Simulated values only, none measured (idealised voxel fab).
The name of this process module is voxel fin reveal.
Pictured: cross-section cut, 255 nm wide, on a grid of 5 nm square cells.
Each cross-section below is a grid of square cells, stated as bands in top-down order, with one or more rows of cells making up each band.
Heads up on the band format: heights come first, top then bottom, in nm. After that it's the materials left to right, each with its width in nm. A single material flagged "edge to edge" fills the whole band edge to edge, and "air" means there's empty space there.
Heights are expressed relative to 0, this being the level below which the as-received wafer comprises one material exclusively. The lowest band is unbounded in the downward direction and is denoted as in "0 and below".
It should be noted that a width expressed as "30 to 40" varies in equal increments from row to row of cells within the band, taking the value of the first number at the top row and that of the second number at the bottom row.
It should be understood that the words "everything unchanged", when stated for a given step, signify that the cross-section underwent no change in any of its cells during that step.
So "Closed cavities" is basically the list of trapped voids: any empty space of 8 cells or more that can't reach the top through an opening. They're written width x height at distance, the distance being from the left edge, and it's all nm.
On a step's line, text after the settings is the simulator commenting on that step.
A step line may carry the setting "overlay nm", which, for steps involving a mask, states the distance by which the mask lay to the right of its intended position; negative values denote displacement to the left.

-- List of planned process steps
1,RECEIVE (material Si)
2,CONFORMAL_DEP (material SiN; thk nm 10)
3,PATTERN (tone cover; mask id FINS; material resist; width nm 15; pitch nm 40; thk nm 15; overlay nm 0)
4,DIRECTIONAL_ETCH (etch materials SiN; depth nm 10)
5,DIRECTIONAL_ETCH (etch materials Si; depth nm 25)
6,STRIP (etch materials resist)
7,OXIDIZE (depth nm 5)
8,FILL_DEP (material SiO2; thk nm 10)
9,CMP (height nm 10)
10,SELECTIVE_ETCH (etch materials SiO2; depth nm 20)
11,STRIP (etch materials SiN)
Across this set of wafers, the varied parameter is the depth nm of step 5. Starting conditions are identical for every wafer, and the plan reports the value assigned to the first wafer.

-- After step 1, as received: first of several wafers, cross-section
> 0 and below: Si edge to edge
> Closed cavities: none

-- Gained (+) or lost (-) cells of each material since receipt, then closed voids: one row per wafer, at the end of the module
depth nm 25 | -288 Si | +192 SiO2 | Closed cavities: none
depth nm 30 | -336 Si | +240 SiO2 | Closed cavities: none
depth nm 35 | -384 Si | +288 SiO2 | Closed cavities: none
depth nm 40 | -432 Si | +336 SiO2 | Closed cavities: none
depth nm 45 | -480 Si | +384 SiO2 | Closed cavities: none
depth nm 50 | -528 Si | +432 SiO2 | Closed cavities: none
